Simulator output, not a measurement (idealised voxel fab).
Presented below is a process module, voxel released beams.
For reference, the cross-section in this document is cut, with width 190 nm and square cells of 5 nm.
Each cross-section below is a grid of square cells, stated as bands in top-down order, with one or more rows of cells making up each band.
Each band's line starts with the height of the band's top and of its bottom, in nm. Then come its materials from left to right, each with its width in nm. One material with "throughout" fills the band from edge to edge. "empty" is empty space.
Measure heights from 0. That's the level where, below it, the as-received wafer is all one material. The lowest band is bottomless and extends downward; write it as in "0 -> down".
Width: "30..40" (first number = top row, second number = bottom row, same change from row to row of cells).
For the purposes of this document, the phrase "no modification" attached to a step denotes that no cell within the cross-section was modified by that step.
"Voids, fully enclosed" specifies each empty space that is not open to the top and that occupies no fewer than 8 cells, using the form width x height at distance, the distance measured from the left edge and all three quantities in nm.
That trailing text on a step's line, after the settings, is the simulator's own remark on the step.
If you see "overlay nm" on a step's line and that step has a mask, it's telling you how far right of where it was planned the mask ended up; a negative number means it went left instead.
Before/after cross-section pairs, one process step each; after shown to lowest changed band; step and settings beneath. Pairs may be from different runs of this module on the same starting wafer; a pair continues from the one above only where its "Pre-process state" entry says so.

Pre-process state
	0 -> down = Si throughout
	Voids, fully enclosed: none

Resultant Cross-Section
	5 -> 0 = Al2O3 throughout
	Lower than 0, everything is as it was.
	Voids, fully enclosed: none
The step occurring between the two cross-sections depicted above is identified as CONFORMAL_DEP, material Al2O3, thk nm 5

Pre-process state: the cross-section after the pair above

Resultant Cross-Section
	25 -> 5 = SiO2 throughout
	Lower than 5, everything is as it was.
	Voids, fully enclosed: none
The step occurring between the two cross-sections depicted above is identified as DIRECTIONAL_DEP, material SiO2, thk nm 20

Pre-process state: the cross-section after the pair above

Resultant Cross-Section
	25 -> 5 = 40 nm SiO2, then 35 nm empty, then 115 nm SiO2
	Lower than 5, everything is as it was.
	Voids, fully enclosed: none
The step occurring between the two cross-sections depicted above is identified as MASKED_ETCH, tone open, mask id ANCHOR, width nm 35, etch materials SiO2, depth nm 20, overlay nm 0

Pre-process state: the cross-section after the pair above

Resultant Cross-Section
	40 -> 25 = 55 nm W, then 5 nm empty, then 130 nm W
	25 -> 20 = 40 nm SiO2, then 15 nm W, then 5 nm empty, then 15 nm W, then 115 nm SiO2
	20 -> 5 = 40 nm SiO2, then 35 nm W, then 115 nm SiO2
	Lower than 5, everything is as it was.
	Voids, fully enclosed: none
The step occurring between the two cross-sections depicted above is identified as CONFORMAL_DEP, material W, thk nm 15

Pre-process state: the cross-section after the pair above

Resultant Cross-Section
	50 -> 40 = 55 nm aC, then 5 nm empty, then 130 nm aC
	40 -> 30 = 55 nm W, then 5 nm empty, then 130 nm W
	30 -> 25 = 55 nm W, then 5 nm aC, then 130 nm W
	25 -> 20 = 40 nm SiO2, then 15 nm W, then 5 nm aC, then 15 nm W, then 115 nm SiO2
	Lower than 20, everything is as it was.
	Voids, fully enclosed: none
The step occurring between the two cross-sections depicted above is identified as DIRECTIONAL_DEP, material aC, thk nm 10

Pre-process state: the cross-section after the pair above

Resultant Cross-Section
	75 -> 50 = 35 nm empty, then 115 nm resist, then 40 nm empty
	50 -> 40 = 55 nm aC, then 5 nm resist, then 130 nm aC
	40 -> 30 = 55 nm W, then 5 nm resist, then 130 nm W
	Lower than 30, everything is as it was.
	Voids, fully enclosed: none
The step occurring between the two cross-sections depicted above is identified as PATTERN, tone cover, mask id BEAM, material resist, width nm 115, thk nm 25, overlay nm 0

Pre-process state: the cross-section after the pair above

Resultant Cross-Section
	65 -> 50 = 35 nm empty, then 115 nm resist, then 40 nm empty
	50 -> 40 = 35 nm empty, then 20 nm aC, then 5 nm resist, then 90 nm aC, then 40 nm empty
	Lower than 40, everything is as it was.
	Voids, fully enclosed: none
The step occurring between the two cross-sections depicted above is identified as DIRECTIONAL_ETCH, etch materials aC, depth nm 10

Pre-process state: the cross-section after the pair above

Resultant Cross-Section
	50 -> 40 = 35 nm empty, then 20 nm aC, then 5 nm empty, then 90 nm aC, then 40 nm empty
	40 -> 30 = 55 nm W, then 5 nm empty, then 130 nm W
	Lower than 30, everything is as it was.
	Voids, fully enclosed: none
The step occurring between the two cross-sections depicted above is identified as STRIP, etch materials resist

Pre-process state: the cross-section after the pair above

Resultant Cross-Section
	50 -> 40 = 35 nm empty, then 20 nm aC, then 5 nm empty, then 90 nm aC, then 40 nm empty
	40 -> 30 = 35 nm empty, then 20 nm W, then 5 nm empty, then 90 nm W, then 40 nm empty
	30 -> 25 = 35 nm empty, then 20 nm W, then 5 nm aC, then 90 nm W, then 40 nm empty
	Lower than 25, everything is as it was.
	Voids, fully enclosed: none
The step occurring between the two cross-sections depicted above is identified as DIRECTIONAL_ETCH, etch materials W, depth nm 15

Pre-process state: the cross-section after the pair above

Resultant Cross-Section
	40 -> 25 = 35 nm empty, then 20 nm W, then 5 nm empty, then 90 nm W, then 40 nm empty
	25 -> 20 = 40 nm SiO2, then 15 nm W, then 5 nm empty, then 15 nm W, then 115 nm SiO2
	Lower than 20, everything is as it was.
	Voids, fully enclosed: none
The step occurring between the two cross-sections depicted above is identified as STRIP, etch materials aC

Pre-process state: the cross-section after the pair above

Resultant Cross-Section
	40 -> 25 = 35 nm empty, then 20 nm W, then 5 nm empty, then 90 nm W, then 40 nm empty
	25 -> 20 = 40 nm empty, then 15 nm W, then 5 nm empty, then 15 nm W, then 115 nm empty
	20 -> 5 = 40 nm empty, then 35 nm W, then 115 nm empty
	Lower than 5, everything is as it was.
	Voids, fully enclosed: none
The step occurring between the two cross-sections depicted above is identified as STRIP, etch materials SiO2

Pre-process state
	0 -> down = Si throughout
	Voids, fully enclosed: none

Resultant Cross-Section
	20 -> 0 = SiO2 throughout
	Lower than 0, everything is as it was.
	Voids, fully enclosed: none
The step occurring between the two cross-sections depicted above is identified as DIRECTIONAL_DEP, material SiO2, thk nm 20

Pre-process state: the cross-section after the pair above

Resultant Cross-Section
	20 -> 0 = 40 nm SiO2, then 35 nm empty, then 115 nm SiO2
	Lower than 0, everything is as it was.
	Voids, fully enclosed: none
The step occurring between the two cross-sections depicted above is identified as MASKED_ETCH, tone open, mask id ANCHOR, width nm 35, etch materials SiO2, depth nm 20, overlay nm 0

Pre-process state: the cross-section after the pair above

Resultant Cross-Section
	35 -> 20 = 55 nm W, then 5 nm empty, then 130 nm W
	20 -> 15 = 40 nm SiO2, then 15 nm W, then 5 nm empty, then 15 nm W, then 115 nm SiO2
	15 -> 0 = 40 nm SiO2, then 35 nm W, then 115 nm SiO2
	Lower than 0, everything is as it was.
	Voids, fully enclosed: none
The step occurring between the two cross-sections depicted above is identified as CONFORMAL_DEP, material W, thk nm 15

Pre-process state: the cross-section after the pair above

Resultant Cross-Section
	45 -> 35 = 55 nm aC, then 5 nm empty, then 130 nm aC
	35 -> 25 = 55 nm W, then 5 nm empty, then 130 nm W
	25 -> 20 = 55 nm W, then 5 nm aC, then 130 nm W
	20 -> 15 = 40 nm SiO2, then 15 nm W, then 5 nm aC, then 15 nm W, then 115 nm SiO2
	Lower than 15, everything is as it was.
	Voids, fully enclosed: none
The step occurring between the two cross-sections depicted above is identified as DIRECTIONAL_DEP, material aC, thk nm 10

Pre-process state: the cross-section after the pair above

Resultant Cross-Section
	70 -> 45 = 35 nm empty, then 115 nm resist, then 40 nm empty
	45 -> 35 = 55 nm aC, then 5 nm resist, then 130 nm aC
	35 -> 25 = 55 nm W, then 5 nm resist, then 130 nm W
	Lower than 25, everything is as it was.
	Voids, fully enclosed: none
The step occurring between the two cross-sections depicted above is identified as PATTERN, tone cover, mask id BEAM, material resist, width nm 115, thk nm 25, overlay nm 0

Pre-process state: the cross-section after the pair above

Resultant Cross-Section
	60 -> 45 = 35 nm empty, then 115 nm resist, then 40 nm empty
	45 -> 35 = 35 nm empty, then 20 nm aC, then 5 nm resist, then 90 nm aC, then 40 nm empty
	Lower than 35, everything is as it was.
	Voids, fully enclosed: none
The step occurring between the two cross-sections depicted above is identified as DIRECTIONAL_ETCH, etch materials aC, depth nm 10

Pre-process state: the cross-section after the pair above

Resultant Cross-Section
	45 -> 35 = 35 nm empty, then 20 nm aC, then 5 nm empty, then 90 nm aC, then 40 nm empty
	35 -> 25 = 55 nm W, then 5 nm empty, then 130 nm W
	Lower than 25, everything is as it was.
	Voids, fully enclosed: none
The step occurring between the two cross-sections depicted above is identified as STRIP, etch materials resist

Pre-process state: the cross-section after the pair above

Resultant Cross-Section
	45 -> 35 = 35 nm empty, then 20 nm aC, then 5 nm empty, then 90 nm aC, then 40 nm empty
	35 -> 25 = 35 nm empty, then 20 nm W, then 5 nm empty, then 90 nm W, then 40 nm empty
	25 -> 20 = 35 nm empty, then 20 nm W, then 5 nm aC, then 90 nm W, then 40 nm empty
	Lower than 20, everything is as it was.
	Voids, fully enclosed: none
The step occurring between the two cross-sections depicted above is identified as DIRECTIONAL_ETCH, etch materials W, depth nm 15

Pre-process state: the cross-section after the pair above

Resultant Cross-Section
	35 -> 20 = 35 nm empty, then 20 nm W, then 5 nm empty, then 90 nm W, then 40 nm empty
	20 -> 15 = 40 nm SiO2, then 15 nm W, then 5 nm empty, then 15 nm W, then 115 nm SiO2
	Lower than 15, everything is as it was.
	Voids, fully enclosed: none
The step occurring between the two cross-sections depicted above is identified as STRIP, etch materials aC

Pre-process state: the cross-section after the pair above

Resultant Cross-Section
	35 -> 20 = 35 nm empty, then 20 nm W, then 5 nm empty, then 90 nm W, then 40 nm empty
	20 -> 15 = 40 nm empty, then 15 nm W, then 5 nm empty, then 15 nm W, then 115 nm empty
	15 -> 0 = 40 nm empty, then 35 nm W, then 115 nm empty
	Lower than 0, everything is as it was.
	Voids, fully enclosed: none
The step occurring between the two cross-sections depicted above is identified as STRIP, etch materials SiO2

Pre-process state
	40 -> 25 = 55 nm W, then 5 nm empty, then 130 nm W
	25 -> 20 = 40 nm SiO2, then 15 nm W, then 5 nm empty, then 15 nm W, then 115 nm SiO2
	20 -> 5 = 40 nm SiO2, then 35 nm W, then 115 nm SiO2
	5 -> 0 = Al2O3 throughout
	0 -> down = Si throughout
	Voids, fully enclosed: none

Resultant Cross-Section
	55 -> 25 = W throughout
	25 -> 5 = 40 nm SiO2, then 35 nm W, then 115 nm SiO2
	Lower than 5, everything is as it was.
	Voids, fully enclosed: none
The step occurring between the two cross-sections depicted above is identified as CONFORMAL_DEP, material W, thk nm 15

Pre-process state: the cross-section after the pair above

Resultant Cross-Section
	65 -> 55 = aC throughout
	Lower than 55, everything is as it was.
	Voids, fully enclosed: none
The step occurring between the two cross-sections depicted above is identified as DIRECTIONAL_DEP, material aC, thk nm 10

Pre-process state: the cross-section after the pair above

Resultant Cross-Section
	90 -> 65 = 35 nm empty, then 115 nm resist, then 40 nm empty
	Lower than 65, everything is as it was.
	Voids, fully enclosed: none
The step occurring between the two cross-sections depicted above is identified as PATTERN, tone cover, mask id BEAM, material resist, width nm 115, thk nm 25, overlay nm 0

Pre-process state: the cross-section after the pair above

Resultant Cross-Section
	80 -> 65 = 35 nm empty, then 115 nm resist, then 40 nm empty
	65 -> 55 = 35 nm empty, then 115 nm aC, then 40 nm empty
	Lower than 55, everything is as it was.
	Voids, fully enclosed: none
The step occurring between the two cross-sections depicted above is identified as DIRECTIONAL_ETCH, etch materials aC, depth nm 10

Pre-process state: the cross-section after the pair above

Resultant Cross-Section
	65 -> 55 = 35 nm empty, then 115 nm aC, then 40 nm empty
	Lower than 55, everything is as it was.
	Voids, fully enclosed: none
The step occurring between the two cross-sections depicted above is identified as STRIP, etch materials resist

Pre-process state: the cross-section after the pair above

Resultant Cross-Section
	65 -> 55 = 35 nm empty, then 115 nm aC, then 40 nm empty
	55 -> 40 = 35 nm empty, then 115 nm W, then 40 nm empty
	Lower than 40, everything is as it was.
	Voids, fully enclosed: none
The step occurring between the two cross-sections depicted above is identified as DIRECTIONAL_ETCH, etch materials W, depth nm 15

Pre-process state: the cross-section after the pair above

Resultant Cross-Section
	55 -> 40 = 35 nm empty, then 115 nm W, then 40 nm empty
	Lower than 40, everything is as it was.
	Voids, fully enclosed: none
The step occurring between the two cross-sections depicted above is identified as STRIP, etch materials aC

Pre-process state
	20 -> 0 = SiO2 throughout
	0 -> down = Si throughout
	Voids, fully enclosed: none

Resultant Cross-Section
	25 -> 20 = Al2O3 throughout
	Lower than 20, everything is as it was.
	Voids, fully enclosed: none
The step occurring between the two cross-sections depicted above is identified as CONFORMAL_DEP, material Al2O3, thk nm 5

Pre-process state: the cross-section after the pair above

Resultant Cross-Section
	40 -> 25 = W throughout
	Lower than 25, everything is as it was.
	Voids, fully enclosed: none
The step occurring between the two cross-sections depicted above is identified as CONFORMAL_DEP, material W, thk nm 15

Pre-process state: the cross-section after the pair above

Resultant Cross-Section
	50 -> 40 = aC throughout
	Lower than 40, everything is as it was.
	Voids, fully enclosed: none
The step occurring between the two cross-sections depicted above is identified as DIRECTIONAL_DEP, material aC, thk nm 10

Pre-process state: the cross-section after the pair above

Resultant Cross-Section
	75 -> 50 = 35 nm empty, then 115 nm resist, then 40 nm empty
	Lower than 50, everything is as it was.
	Voids, fully enclosed: none
The step occurring between the two cross-sections depicted above is identified as PATTERN, tone cover, mask id BEAM, material resist, width nm 115, thk nm 25, overlay nm 0

Pre-process state: the cross-section after the pair above

Resultant Cross-Section
	65 -> 50 = 35 nm empty, then 115 nm resist, then 40 nm empty
	50 -> 40 = 35 nm empty, then 115 nm aC, then 40 nm empty
	Lower than 40, everything is as it was.
	Voids, fully enclosed: none
The step occurring between the two cross-sections depicted above is identified as DIRECTIONAL_ETCH, etch materials aC, depth nm 10

Pre-process state: the cross-section after the pair above

Resultant Cross-Section
	50 -> 40 = 35 nm empty, then 115 nm aC, then 40 nm empty
	Lower than 40, everything is as it was.
	Voids, fully enclosed: none
The step occurring between the two cross-sections depicted above is identified as STRIP, etch materials resist

Pre-process state: the cross-section after the pair above

Resultant Cross-Section
	50 -> 40 = 35 nm empty, then 115 nm aC, then 40 nm empty
	40 -> 25 = 35 nm empty, then 115 nm W, then 40 nm empty
	Lower than 25, everything is as it was.
	Voids, fully enclosed: none
The step occurring between the two cross-sections depicted above is identified as DIRECTIONAL_ETCH, etch materials W, depth nm 15

Pre-process state: the cross-section after the pair above

Resultant Cross-Section
	40 -> 25 = 35 nm empty, then 115 nm W, then 40 nm empty
	Lower than 25, everything is as it was.
	Voids, fully enclosed: none
The step occurring between the two cross-sections depicted above is identified as STRIP, etch materials aC

Pre-process state
	25 -> 5 = 40 nm SiO2, then 35 nm empty, then 115 nm SiO2
	5 -> 0 = Al2O3 throughout
	0 -> down = Si throughout
	Voids, fully enclosed: none

Resultant Cross-Section
	30 -> 25 = 45 nm W, then 25 nm empty, then 120 nm W
	25 -> 10 = 40 nm SiO2, then 5 nm W, then 25 nm empty, then 5 nm W, then 115 nm SiO2
	10 -> 5 = 40 nm SiO2, then 35 nm W, then 115 nm SiO2
	Lower than 5, everything is as it was.
	Voids, fully enclosed: none
The step occurring between the two cross-sections depicted above is identified as CONFORMAL_DEP, material W, thk nm 5

Pre-process state: the cross-section after the pair above

Resultant Cross-Section
	40 -> 30 = 45 nm aC, then 25 nm empty, then 120 nm aC
	30 -> 25 = 45 nm W, then 25 nm empty, then 120 nm W
	25 -> 20 = 40 nm SiO2, then 5 nm W, then 25 nm empty, then 5 nm W, then 115 nm SiO2
	20 -> 10 = 40 nm SiO2, then 5 nm W, then 25 nm aC, then 5 nm W, then 115 nm SiO2
	Lower than 10, everything is as it was.
	Voids, fully enclosed: none
The step occurring between the two cross-sections depicted above is identified as DIRECTIONAL_DEP, material aC, thk nm 10

Pre-process state: the cross-section after the pair above

Resultant Cross-Section
	65 -> 40 = 35 nm empty, then 115 nm resist, then 40 nm empty
	40 -> 30 = 45 nm aC, then 25 nm resist, then 120 nm aC
	30 -> 25 = 45 nm W, then 25 nm resist, then 120 nm W
	25 -> 20 = 40 nm SiO2, then 5 nm W, then 25 nm resist, then 5 nm W, then 115 nm SiO2
	Lower than 20, everything is as it was.
	Voids, fully enclosed: none
The step occurring between the two cross-sections depicted above is identified as PATTERN, tone cover, mask id BEAM, material resist, width nm 115, thk nm 25, overlay nm 0

Pre-process state: the cross-section after the pair above

Resultant Cross-Section
	55 -> 40 = 35 nm empty, then 115 nm resist, then 40 nm empty
	40 -> 30 = 35 nm empty, then 10 nm aC, then 25 nm resist, then 80 nm aC, then 40 nm empty
	Lower than 30, everything is as it was.
	Voids, fully enclosed: none
The step occurring between the two cross-sections depicted above is identified as DIRECTIONAL_ETCH, etch materials aC, depth nm 10

Pre-process state: the cross-section after the pair above

Resultant Cross-Section
	40 -> 30 = 35 nm empty, then 10 nm aC, then 25 nm empty, then 80 nm aC, then 40 nm empty
	30 -> 25 = 45 nm W, then 25 nm empty, then 120 nm W
	25 -> 20 = 40 nm SiO2, then 5 nm W, then 25 nm empty, then 5 nm W, then 115 nm SiO2
	Lower than 20, everything is as it was.
	Voids, fully enclosed: none
The step occurring between the two cross-sections depicted above is identified as STRIP, etch materials resist

Pre-process state: the cross-section after the pair above

Resultant Cross-Section
	40 -> 30 = 35 nm empty, then 10 nm aC, then 25 nm empty, then 80 nm aC, then 40 nm empty
	30 -> 25 = 35 nm empty, then 10 nm W, then 25 nm empty, then 80 nm W, then 40 nm empty
	Lower than 25, everything is as it was.
	Voids, fully enclosed: none
The step occurring between the two cross-sections depicted above is identified as DIRECTIONAL_ETCH, etch materials W, depth nm 15

Pre-process state: the cross-section after the pair above

Resultant Cross-Section
	30 -> 25 = 35 nm empty, then 10 nm W, then 25 nm empty, then 80 nm W, then 40 nm empty
	25 -> 10 = 40 nm SiO2, then 5 nm W, then 25 nm empty, then 5 nm W, then 115 nm SiO2
	Lower than 10, everything is as it was.
	Voids, fully enclosed: none
The step occurring between the two cross-sections depicted above is identified as STRIP, etch materials aC

Pre-process state: the cross-section after the pair above

Resultant Cross-Section
	30 -> 25 = 35 nm empty, then 10 nm W, then 25 nm empty, then 80 nm W, then 40 nm empty
	25 -> 10 = 40 nm empty, then 5 nm W, then 25 nm empty, then 5 nm W, then 115 nm empty
	10 -> 5 = 40 nm empty, then 35 nm W, then 115 nm empty
	Lower than 5, everything is as it was.
	Voids, fully enclosed: none
The step occurring between the two cross-sections depicted above is identified as STRIP, etch materials SiO2

Pre-process state
	50 -> 40 = 55 nm aC, then 5 nm empty, then 130 nm aC
	40 -> 30 = 55 nm W, then 5 nm empty, then 130 nm W
	30 -> 25 = 55 nm W, then 5 nm aC, then 130 nm W
	25 -> 20 = 40 nm SiO2, then 15 nm W, then 5 nm aC, then 15 nm W, then 115 nm SiO2
	20 -> 5 = 40 nm SiO2, then 35 nm W, then 115 nm SiO2
	5 -> 0 = Al2O3 throughout
	0 -> down = Si throughout
	Voids, fully enclosed: none

Resultant Cross-Section
	75 -> 50 = 35 nm empty, then 120 nm resist, then 35 nm empty
	50 -> 40 = 55 nm aC, then 5 nm resist, then 130 nm aC
	40 -> 30 = 55 nm W, then 5 nm resist, then 130 nm W
	Lower than 30, everything is as it was.
	Voids, fully enclosed: none
The step occurring between the two cross-sections depicted above is identified as PATTERN, tone cover, mask id BEAM, material resist, width nm 120, thk nm 25, overlay nm 0

Pre-process state: the cross-section after the pair above

Resultant Cross-Section
	65 -> 50 = 35 nm empty, then 120 nm resist, then 35 nm empty
	50 -> 40 = 35 nm empty, then 20 nm aC, then 5 nm resist, then 95 nm aC, then 35 nm empty
	Lower than 40, everything is as it was.
	Voids, fully enclosed: none
The step occurring between the two cross-sections depicted above is identified as DIRECTIONAL_ETCH, etch materials aC, depth nm 10

Pre-process state: the cross-section after the pair above

Resultant Cross-Section
	50 -> 40 = 35 nm empty, then 20 nm aC, then 5 nm empty, then 95 nm aC, then 35 nm empty
	40 -> 30 = 55 nm W, then 5 nm empty, then 130 nm W
	Lower than 30, everything is as it was.
	Voids, fully enclosed: none
The step occurring between the two cross-sections depicted above is identified as STRIP, etch materials resist

Pre-process state: the cross-section after the pair above

Resultant Cross-Section
	50 -> 40 = 35 nm empty, then 20 nm aC, then 5 nm empty, then 95 nm aC, then 35 nm empty
	40 -> 30 = 35 nm empty, then 20 nm W, then 5 nm empty, then 95 nm W, then 35 nm empty
	30 -> 25 = 35 nm empty, then 20 nm W, then 5 nm aC, then 95 nm W, then 35 nm empty
	Lower than 25, everything is as it was.
	Voids, fully enclosed: none
The step occurring between the two cross-sections depicted above is identified as DIRECTIONAL_ETCH, etch materials W, depth nm 15

Pre-process state: the cross-section after the pair above

Resultant Cross-Section
	40 -> 25 = 35 nm empty, then 20 nm W, then 5 nm empty, then 95 nm W, then 35 nm empty
	25 -> 20 = 40 nm SiO2, then 15 nm W, then 5 nm empty, then 15 nm W, then 115 nm SiO2
	Lower than 20, everything is as it was.
	Voids, fully enclosed: none
The step occurring between the two cross-sections depicted above is identified as STRIP, etch materials aC

Pre-process state: the cross-section after the pair above

Resultant Cross-Section
	40 -> 25 = 35 nm empty, then 20 nm W, then 5 nm empty, then 95 nm W, then 35 nm empty
	25 -> 20 = 40 nm empty, then 15 nm W, then 5 nm empty, then 15 nm W, then 115 nm empty
	20 -> 5 = 40 nm empty, then 35 nm W, then 115 nm empty
	Lower than 5, everything is as it was.
	Voids, fully enclosed: none
The step occurring between the two cross-sections depicted above is identified as STRIP, etch materials SiO2

Pre-process state
	50 -> 40 = 55 nm aC, then 5 nm empty, then 130 nm aC
	40 -> 30 = 55 nm W, then 5 nm empty, then 130 nm W
	30 -> 25 = 55 nm W, then 5 nm aC, then 130 nm W
	25 -> 20 = 40 nm SiO2, then 15 nm W, then 5 nm aC, then 15 nm W, then 115 nm SiO2
	20 -> 5 = 40 nm SiO2, then 35 nm W, then 115 nm SiO2
	5 -> 0 = Al2O3 throughout
	0 -> down = Si throughout
	Voids, fully enclosed: none

Resultant Cross-Section
	75 -> 50 = 45 nm empty, then 115 nm resist, then 30 nm empty
	50 -> 40 = 55 nm aC, then 5 nm resist, then 130 nm aC
	40 -> 30 = 55 nm W, then 5 nm resist, then 130 nm W
	Lower than 30, everything is as it was.
	Voids, fully enclosed: none
The step occurring between the two cross-sections depicted above is identified as PATTERN, tone cover, mask id BEAM, material resist, width nm 115, thk nm 25, overlay nm 10

Pre-process state: the cross-section after the pair above

Resultant Cross-Section
	65 -> 50 = 45 nm empty, then 115 nm resist, then 30 nm empty
	50 -> 40 = 45 nm empty, then 10 nm aC, then 5 nm resist, then 100 nm aC, then 30 nm empty
	Lower than 40, everything is as it was.
	Voids, fully enclosed: none
The step occurring between the two cross-sections depicted above is identified as DIRECTIONAL_ETCH, etch materials aC, depth nm 10

Pre-process state: the cross-section after the pair above

Resultant Cross-Section
	50 -> 40 = 45 nm empty, then 10 nm aC, then 5 nm empty, then 100 nm aC, then 30 nm empty
	40 -> 30 = 55 nm W, then 5 nm empty, then 130 nm W
	Lower than 30, everything is as it was.
	Voids, fully enclosed: none
The step occurring between the two cross-sections depicted above is identified as STRIP, etch materials resist

Pre-process state: the cross-section after the pair above

Resultant Cross-Section
	50 -> 40 = 45 nm empty, then 10 nm aC, then 5 nm empty, then 100 nm aC, then 30 nm empty
	40 -> 30 = 45 nm empty, then 10 nm W, then 5 nm empty, then 100 nm W, then 30 nm empty
	30 -> 25 = 45 nm empty, then 10 nm W, then 5 nm aC, then 100 nm W, then 30 nm empty
	Lower than 25, everything is as it was.
	Voids, fully enclosed: none
The step occurring between the two cross-sections depicted above is identified as DIRECTIONAL_ETCH, etch materials W, depth nm 15

Pre-process state: the cross-section after the pair above

Resultant Cross-Section
	40 -> 25 = 45 nm empty, then 10 nm W, then 5 nm empty, then 100 nm W, then 30 nm empty
	25 -> 20 = 40 nm SiO2, then 15 nm W, then 5 nm empty, then 15 nm W, then 115 nm SiO2
	Lower than 20, everything is as it was.
	Voids, fully enclosed: none
The step occurring between the two cross-sections depicted above is identified as STRIP, etch materials aC

Pre-process state: the cross-section after the pair above

Resultant Cross-Section
	40 -> 25 = 45 nm empty, then 10 nm W, then 5 nm empty, then 100 nm W, then 30 nm empty
	25 -> 20 = 40 nm empty, then 15 nm W, then 5 nm empty, then 15 nm W, then 115 nm empty
	20 -> 5 = 40 nm empty, then 35 nm W, then 115 nm empty
	Lower than 5, everything is as it was.
	Voids, fully enclosed: none
The step occurring between the two cross-sections depicted above is identified as STRIP, etch materials SiO2

Pre-process state
	40 -> 25 = 55 nm W, then 5 nm empty, then 130 nm W
	25 -> 20 = 40 nm SiO2, then 15 nm W, then 5 nm empty, then 15 nm W, then 115 nm SiO2
	20 -> 5 = 40 nm SiO2, then 35 nm W, then 115 nm SiO2
	5 -> 0 = Al2O3 throughout
	0 -> down = Si throughout
	Voids, fully enclosed: none

Resultant Cross-Section
	50 -> 40 = 55 nm Al2O3, then 5 nm empty, then 130 nm Al2O3
	40 -> 30 = 55 nm W, then 5 nm empty, then 130 nm W
	30 -> 25 = 55 nm W, then 5 nm Al2O3, then 130 nm W
	25 -> 20 = 40 nm SiO2, then 15 nm W, then 5 nm Al2O3, then 15 nm W, then 115 nm SiO2
	Lower than 20, everything is as it was.
	Voids, fully enclosed: none
The step occurring between the two cross-sections depicted above is identified as DIRECTIONAL_DEP, material Al2O3, thk nm 10

Pre-process state: the cross-section after the pair above

Resultant Cross-Section
	75 -> 50 = 35 nm empty, then 115 nm resist, then 40 nm empty
	50 -> 40 = 55 nm Al2O3, then 5 nm resist, then 130 nm Al2O3
	40 -> 30 = 55 nm W, then 5 nm resist, then 130 nm W
	Lower than 30, everything is as it was.
	Voids, fully enclosed: none
The step occurring between the two cross-sections depicted above is identified as PATTERN, tone cover, mask id BEAM, material resist, width nm 115, thk nm 25, overlay nm 0

Pre-process state: the cross-section after the pair above

Resultant Cross-Section
	65 -> 50 = 35 nm empty, then 115 nm resist, then 40 nm empty
	Lower than 50, everything is as it was.
	Voids, fully enclosed: none
The step occurring between the two cross-sections depicted above is identified as DIRECTIONAL_ETCH, etch materials aC, depth nm 10

Pre-process state: the cross-section after the pair above

Resultant Cross-Section
	50 -> 40 = 55 nm Al2O3, then 5 nm empty, then 130 nm Al2O3
	40 -> 30 = 55 nm W, then 5 nm empty, then 130 nm W
	Lower than 30, everything is as it was.
	Voids, fully enclosed: none
The step occurring between the two cross-sections depicted above is identified as STRIP, etch materials resist

Pre-process state
	25 -> 5 = SiO2 throughout
	5 -> 0 = Al2O3 throughout
	0 -> down = Si throughout
	Voids, fully enclosed: none

Resultant Cross-Section
	25 -> 5 = 40 nm empty, then 35 nm SiO2, then 115 nm empty
	Lower than 5, everything is as it was.
	Voids, fully enclosed: none
The step occurring between the two cross-sections depicted above is identified as MASKED_ETCH, tone cover, mask id ANCHOR, width nm 35, etch materials SiO2, depth nm 20, overlay nm 0

Pre-process state: the cross-section after the pair above

Resultant Cross-Section
	40 -> 25 = 25 nm empty, then 65 nm W, then 100 nm empty
	25 -> 20 = 25 nm empty, then 15 nm W, then 35 nm SiO2, then 15 nm W, then 100 nm empty
	20 -> 5 = 40 nm W, then 35 nm SiO2, then 115 nm W
	Lower than 5, everything is as it was.
	Voids, fully enclosed: none
The step occurring between the two cross-sections depicted above is identified as CONFORMAL_DEP, material W, thk nm 15

Pre-process state: the cross-section after the pair above

Resultant Cross-Section
	50 -> 40 = 25 nm empty, then 65 nm aC, then 100 nm empty
	40 -> 30 = 25 nm empty, then 65 nm W, then 100 nm empty
	30 -> 25 = 25 nm aC, then 65 nm W, then 100 nm aC
	25 -> 20 = 25 nm aC, then 15 nm W, then 35 nm SiO2, then 15 nm W, then 100 nm aC
	Lower than 20, everything is as it was.
	Voids, fully enclosed: none
The step occurring between the two cross-sections depicted above is identified as DIRECTIONAL_DEP, material aC, thk nm 10

Pre-process state: the cross-section after the pair above

Resultant Cross-Section
	75 -> 50 = 35 nm empty, then 115 nm resist, then 40 nm empty
	50 -> 40 = 25 nm empty, then 65 nm aC, then 60 nm resist, then 40 nm empty
	40 -> 30 = 25 nm empty, then 65 nm W, then 60 nm resist, then 40 nm empty
	Lower than 30, everything is as it was.
	Voids, fully enclosed: none
The step occurring between the two cross-sections depicted above is identified as PATTERN, tone cover, mask id BEAM, material resist, width nm 115, thk nm 25, overlay nm 0

Pre-process state: the cross-section after the pair above

Resultant Cross-Section
	65 -> 50 = 35 nm empty, then 115 nm resist, then 40 nm empty
	50 -> 40 = 35 nm empty, then 55 nm aC, then 60 nm resist, then 40 nm empty
	40 -> 30 = 25 nm empty, then 65 nm W, then 60 nm resist, then 40 nm empty
	30 -> 25 = 25 nm empty, then 65 nm W, then 60 nm aC, then 40 nm empty
	25 -> 20 = 25 nm empty, then 15 nm W, then 35 nm SiO2, then 15 nm W, then 60 nm aC, then 40 nm empty
	Lower than 20, everything is as it was.
	Voids, fully enclosed: none
The step occurring between the two cross-sections depicted above is identified as DIRECTIONAL_ETCH, etch materials aC, depth nm 10

Pre-process state: the cross-section after the pair above

Resultant Cross-Section
	50 -> 40 = 35 nm empty, then 55 nm aC, then 100 nm empty
	40 -> 30 = 25 nm empty, then 65 nm W, then 100 nm empty
	Lower than 30, everything is as it was.
	Voids, fully enclosed: none
The step occurring between the two cross-sections depicted above is identified as STRIP, etch materials resist

Pre-process state: the cross-section after the pair above

Resultant Cross-Section
	50 -> 40 = 35 nm empty, then 55 nm aC, then 100 nm empty
	40 -> 30 = 35 nm empty, then 55 nm W, then 100 nm empty
	30 -> 25 = 35 nm empty, then 55 nm W, then 60 nm aC, then 40 nm empty
	25 -> 20 = 25 nm empty, then 15 nm W, then 35 nm SiO2, then 15 nm W, then 60 nm aC, then 40 nm empty
	20 -> 5 = 25 nm empty, then 15 nm W, then 35 nm SiO2, then 75 nm W, then 40 nm empty
	Lower than 5, everything is as it was.
	Voids, fully enclosed: none
The step occurring between the two cross-sections depicted above is identified as DIRECTIONAL_ETCH, etch materials W, depth nm 15

Pre-process state: the cross-section after the pair above

Resultant Cross-Section
	40 -> 25 = 35 nm empty, then 55 nm W, then 100 nm empty
	25 -> 20 = 25 nm empty, then 15 nm W, then 35 nm SiO2, then 15 nm W, then 100 nm empty
	Lower than 20, everything is as it was.
	Voids, fully enclosed: none
The step occurring between the two cross-sections depicted above is identified as STRIP, etch materials aC
